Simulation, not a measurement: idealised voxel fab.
Process module heading - voxel released beams
Displayed cross-section: cut, width of 180 nm, square cells sized 5 nm.
Cross-section format: a grid of square cells, given as bands from top to bottom; each band is one or more rows of cells.
A band entry consists of two parts. The first gives the height of the band's top and the height of its bottom, in nm. The rest lists the band's materials from left to right, each with its width in nm. A single material labelled with the word "full width" fills the band from edge to edge, and the word "blank" marks empty space.
A quick word on heights: they are counted from 0, and under that level the wafer as it came to us is one material throughout. The lowest band is different from the rest in having no bottom; it simply continues downward, written as in "0..down".
Note: "30..40" means the width goes from the first number (top row of the band) to the second number (bottom row) in equal steps per row of cells.
You'll sometimes find "all unchanged" written for a step, and that's the way of saying that nowhere in the cross-section did a cell change during that step.
Closed-off voids of 8+ cells (no open route to the top) go in "Sealed void inventory", written width x height at distance from the left edge, in nm.
If you see something after the settings on a step's line, that's the simulator's own remark about that step.
Regarding "overlay nm": on a step with a mask, it is the distance the mask lay to the right of its planned place; a negative value places it to the left.

## Here's what the planned process steps look like
step 1: RECEIVE with material Si
step 2: CONFORMAL_DEP with material Al2O3, thk nm 5
step 3: DIRECTIONAL_DEP with material SiO2, thk nm 20
step 4: PATTERN with tone open, mask id ANCHOR, material resist, width nm 40, thk nm 20, overlay nm 0
step 5: DIRECTIONAL_ETCH with etch materials SiO2, depth nm 20
step 6: STRIP with etch materials resist
step 7: CONFORMAL_DEP with material polySi, thk nm 15
step 8: DIRECTIONAL_DEP with material aC, thk nm 10
step 9: PATTERN with tone cover, mask id BEAM, material resist, width nm 120, thk nm 25, overlay nm 0
step 10: DIRECTIONAL_ETCH with etch materials aC, depth nm 10
step 11: STRIP with etch materials resist
step 12: DIRECTIONAL_ETCH with etch materials polySi, depth nm 15
step 13: STRIP with etch materials aC
step 14: STRIP with etch materials SiO2

## As-received wafer cross-section (after step 1)
  0..down: Si full width
  Sealed void inventory: none

## Cross-sectional result after module completion. Note: starting condition and plan are unchanged from above; one processing mistake was made
  40..25: 25 of blank, then 25 of polySi, then 5 of blank, then 90 of polySi, then 35 of blank
  25..20: 35 of blank, then 15 of polySi, then 5 of blank, then 15 of polySi, then 110 of blank
  20..5: 35 of blank, then 35 of polySi, then 110 of blank
  5..0: Al2O3 full width
  0..down: Si full width
  Sealed void inventory: none
The mistake made against the process plan was this: step 4 was not run as planned; what actually ran was PATTERN with tone open, mask id ANCHOR, material resist, width nm 35, thk nm 20, overlay nm 0
